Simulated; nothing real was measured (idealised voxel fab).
process module | voxel tone inversion
cross-section cut | 210 nm wide | cells 5 nm
A cross-section is a grid of square cells, given in bands from the top down. A band is one or more rows of cells.
Each band's line starts with the height of the band's top and of its bottom, in nm. Then come its materials from left to right, each with its width in nm. One material with "throughout" fills the band from edge to edge. "air" is empty space.
Height 0 is the level under which the wafer as received is all one material. The lowest band goes on downwards, as in "0 down".
A width such as "30 to 40" changes by the same amount from each row of cells to the next, from the band's top row to its bottom row.
"no change" after a step means that no cell of the cross-section changed.
closed voids: empty space of 8 cells or more with no open way to the top, each as width x height at its distance from the left edge, in nm
after a step's settings: what the simulator itself notes on the step
overlay nm, on a step with a mask: how far to the right of its planned place the mask lay; to the left if negative
plan
1 op RECEIVE | material Si
2 op CONFORMAL_DEP | material SiN | thk nm 10
3 op DIRECTIONAL_DEP | material aC | thk nm 25
4 op PATTERN | tone cover | mask id POSTS | material resist | width nm 15 | pitch nm 45 | thk nm 30 | overlay nm -15
5 op DIRECTIONAL_ETCH | etch materials aC | depth nm 25
6 op STRIP | etch materials resist
7 op FILL_DEP | material lowk | thk nm 5
8 op CMP | height nm 35
9 op STRIP | etch materials aC
varied across the wafers: overlay nm of step 4. The plan shows the first wafer's value. All wafers start alike
first wafer as received, after step 1
  0 down: Si throughout
  closed voids: none
each wafer at the end: cells of each material gained (+) or lost (-) since it was received, then its closed voids
overlay nm -15 | +84 SiN | +180 lowk | closed voids: none
overlay nm -10 | +84 SiN | +180 lowk | closed voids: none
overlay nm -5 | +84 SiN | +180 lowk | closed voids: none
overlay nm 0 | +84 SiN | +180 lowk | closed voids: none
overlay nm 5 | +84 SiN | +180 lowk | closed voids: none
overlay nm 10 | +84 SiN | +180 lowk | closed voids: none
overlay nm 15 | +84 SiN | +180 lowk | closed voids: none
